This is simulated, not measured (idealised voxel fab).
process module | voxel ribs on slabs
cross-section cut | 235 nm wide | cells 5 nm
A cross-section is a grid of square cells, given in bands from the top down. A band is one or more rows of cells.
Each band's line starts with the height of the band's top and of its bottom, in nm. Then come its materials from left to right, each with its width in nm. One material with "throughout" fills the band from edge to edge. "air" is empty space.
Height 0 is the level under which the wafer as received is all one material. The lowest band goes on downwards, as in "0 down".
A width such as "30 to 40" changes by the same amount from each row of cells to the next, from the band's top row to its bottom row.
"no change" after a step means that no cell of the cross-section changed.
closed voids: empty space of 8 cells or more with no open way to the top, each as width x height at its distance from the left edge, in nm
after a step's settings: what the simulator itself notes on the step
overlay nm, on a step with a mask: how far to the right of its planned place the mask lay; to the left if negative
plan
1 op RECEIVE | material Si
2 op DIRECTIONAL_DEP | material SiO2 | thk nm 25
3 op DIRECTIONAL_DEP | material polySi | thk nm 25
4 op DIRECTIONAL_DEP | material aC | thk nm 15
5 op PATTERN | tone cover | mask id RIB | material resist | width nm 20 | thk nm 30 | overlay nm 0
6 op DIRECTIONAL_ETCH | etch materials aC | depth nm 15
7 op STRIP | etch materials resist
8 op DIRECTIONAL_ETCH | etch materials polySi | depth nm 15
9 op STRIP | etch materials aC
10 op PATTERN | tone cover | mask id SLAB | material resist | width nm 60 | thk nm 20 | overlay nm 0
11 op DIRECTIONAL_ETCH | etch materials polySi | depth nm 10
12 op STRIP | etch materials resist
13 op FILL_DEP | material SiO2 | thk nm 20
14 op CMP | height nm 65
15 op DIRECTIONAL_DEP | material W | thk nm 10
16 op MASKED_ETCH | tone cover | mask id HEATER | width nm 30 | etch materials W | depth nm 10 | overlay nm 0
17 op CONFORMAL_DEP | material SiN | thk nm 10
as received, after step 1
  0 down: Si throughout
  closed voids: none
a wafer at the end: this start, this plan, one mistake
  85 to 75: air 90 | SiN 50 | air 95
  75 to 65: SiN 100 | W 30 | SiN 105
  65 to 50: SiO2 throughout
  50 to 40: SiO2 85 | polySi 60 | SiO2 90
  40 to 25: aC throughout
  25 to 0: SiO2 throughout
  0 down: Si throughout
  closed voids: none
what went wrong: steps 3 and 4 were swapped
